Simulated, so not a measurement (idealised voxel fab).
This is a process module. Its name is voxel self aligned vias.
cross-section cut | 155 nm wide | cells 5 nm
Heads up, the way a cross-section reads in here is a grid of square cells, handed over as bands from the top down, with every band being one or more rows of cells. Quick guide to a band line: top height, bottom height (nm) up front; then every material left to right with its width in nm. Only one material and it's marked "full width"? Then it fills the band edge to edge. And "blank" just means empty space. The level at which height equals 0 is the one under which the wafer, as it arrives, is entirely one material. No lower edge exists for the bottom band, which continues downward and is notated as in "0 and below". The expression "30..40" gives the width at the extremes of the band, the first number at its top row of cells and the second at its bottom row, with the width changing by equal amounts from each row to the next in between. What does "nothing changed" mean for a step? It means no cell of the cross-section changed in that step. Enclosed voids (no open way to top), threshold 8 cells or more, entry "Sealed void list", notation width x height at distance, distance from left edge, nm. If you see something after the settings on a step's line, that's the simulator's own remark about that step. A step line may carry the setting "overlay nm", which, for steps involving a mask, states the distance by which the mask lay to the right of its intended position; negative values denote displacement to the left.

The following list gives the planned process steps
step 1: RECEIVE with material Si
step 2: CONFORMAL_DEP with material SiO2, thk nm 10
step 3: CONFORMAL_DEP with material SiCN, thk nm 5
step 4: DIRECTIONAL_DEP with material SiO2, thk nm 20
step 5: DIRECTIONAL_DEP with material aC, thk nm 15
step 6: PATTERN with tone open, mask id LINES, material resist, width nm 25, pitch nm 60, thk nm 35, overlay nm 0
step 7: DIRECTIONAL_ETCH with etch materials aC, depth nm 15
step 8: STRIP with etch materials resist
step 9: DIRECTIONAL_ETCH with etch materials SiO2, depth nm 20
step 10: STRIP with etch materials aC
step 11: CONFORMAL_DEP with material TiN, thk nm 5
step 12: FILL_DEP with material W, thk nm 10
step 13: CMP with height nm 35
step 14: SELECTIVE_ETCH with etch materials W Ru TiN, depth nm 10
step 15: FILL_DEP with material SiN, thk nm 10
step 16: CMP with height nm 35
step 17: DIRECTIONAL_DEP with material SiO2, thk nm 15
step 18: PATTERN with tone open, mask id VIAS, material resist, width nm 35, pitch nm 60, thk nm 15, overlay nm 0
step 19: DIRECTIONAL_ETCH with etch materials SiO2, depth nm 15
step 20: DIRECTIONAL_ETCH with etch materials SiN, depth nm 10
step 21: STRIP with etch materials resist
step 22: CONFORMAL_DEP with material TiN, thk nm 5
step 23: FILL_DEP with material W, thk nm 5
step 24: CMP with height nm 50
step 25: CONFORMAL_DEP with material SiCN, thk nm 5

Wafer cross-section on receipt, i.e. after step 1
* 0 and below = Si full width
* Sealed void list: none

First wafer at the end, as planned
* 55 down to 50 = SiCN full width
* 50 down to 40 = SiO2 (30)  TiN (5)  W (25)  TiN (5)  SiO2 (25)  TiN (5)  W (25)  TiN (5)  SiO2 (30)
* 40 down to 30 = SiO2 (30..35)  TiN (10..5)  W (15)  TiN (10..5)  SiO2 (25..35)  TiN (10..5)  W (15)  TiN (10..5)  SiO2 (30..35)
* 30 down to 25 = SiO2 (35)  TiN (25)  SiO2 (35)  TiN (25)  SiO2 (35)
* 25 down to 20 = SiO2 (35)  TiN (5)  W (15)  TiN (5)  SiO2 (35)  TiN (5)  W (15)  TiN (5)  SiO2 (35)
* 20 down to 15 = SiO2 (35)  TiN (25)  SiO2 (35)  TiN (25)  SiO2 (35)
* 15 down to 10 = SiCN full width
* 10 down to 0 = SiO2 full width
* 0 and below = Si full width
* Sealed void list: none

This cross-section belongs to the second wafer of two at the end of the module; the start and the plan were shared with the first, and the run included one mistake
* 55 down to 50 = SiCN full width
* 50 down to 40 = SiO2 (30)  TiN (5)  W (25)  TiN (5)  SiO2 (25)  TiN (5)  W (25)  TiN (5)  SiO2 (30)
* 40 down to 30 = SiO2 (30..35)  TiN (10..5)  W (15)  TiN (10..5)  SiO2 (25..35)  TiN (10..5)  W (15)  TiN (10..5)  SiO2 (30..35)
* 30 down to 25 = SiO2 (35)  TiN (25)  SiO2 (35)  TiN (25)  SiO2 (35)
* 25 down to 20 = SiO2 (35)  TiN (5)  W (15)  TiN (5)  SiO2 (35)  TiN (5)  W (15)  TiN (5)  SiO2 (35)
* 20 down to 15 = SiO2 (35)  TiN (25)  SiO2 (35)  TiN (25)  SiO2 (35)
* 15 down to 10 = SiCN full width
* 10 down to 0 = Ru full width
* 0 and below = Si full width
* Sealed void list: none
What was done differently from what was planned? not per plan at step 2, really ran CONFORMAL_DEP with material Ru, thk nm 10
End check, counted in cells, second wafer has more or fewer of these materials than the first: +62 Ru | -62 SiO2
